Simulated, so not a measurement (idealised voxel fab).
process module | voxel released beams
cross-section cut | 240 nm wide | cells 5 nm
A cross-section is a grid of square cells, given in bands from the top down. A band is one or more rows of cells.
Each band's line starts with the height of the band's top and of its bottom, in nm. Then come its materials from left to right, each with its width in nm. One material with "throughout" fills the band from edge to edge. "air" is empty space.
Height 0 is the level under which the wafer as received is all one material. The lowest band goes on downwards, as in "0 down".
A width such as "30 to 40" changes by the same amount from each row of cells to the next, from the band's top row to its bottom row.
"no change" after a step means that no cell of the cross-section changed.
closed voids: empty space of 8 cells or more with no open way to the top, each as width x height at its distance from the left edge, in nm
after a step's settings: what the simulator itself notes on the step
overlay nm, on a step with a mask: how far to the right of its planned place the mask lay; to the left if negative
plan
1 op RECEIVE | material Si
2 op CONFORMAL_DEP | material Al2O3 | thk nm 10
3 op DIRECTIONAL_DEP | material SiO2 | thk nm 10
4 op DIRECTIONAL_DEP | material aC | thk nm 15
5 op PATTERN | tone open | mask id ANCHOR | material resist | width nm 45 | thk nm 35 | overlay nm 0
6 op DIRECTIONAL_ETCH | etch materials aC | depth nm 15
7 op STRIP | etch materials resist
8 op DIRECTIONAL_ETCH | etch materials SiO2 | depth nm 10
9 op STRIP | etch materials aC
10 op CONFORMAL_DEP | material W | thk nm 15
11 op DIRECTIONAL_DEP | material aC | thk nm 15
12 op PATTERN | tone cover | mask id BEAM | material resist | width nm 110 | thk nm 30 | overlay nm 0
13 op DIRECTIONAL_ETCH | etch materials aC | depth nm 15
14 op STRIP | etch materials resist
15 op DIRECTIONAL_ETCH | etch materials W | depth nm 15
16 op STRIP | etch materials aC
17 op STRIP | etch materials SiO2
as received, after step 1
  0 down: Si throughout
  closed voids: none
a wafer at the end: this start, this plan, one mistake
  35 to 20: air 60 | W 110 | air 70
  20 to 10: Al2O3 throughout
  10 to 0: SiO2 throughout
  0 down: Si throughout
  closed voids: none
what went wrong: steps 2 and 3 were swapped
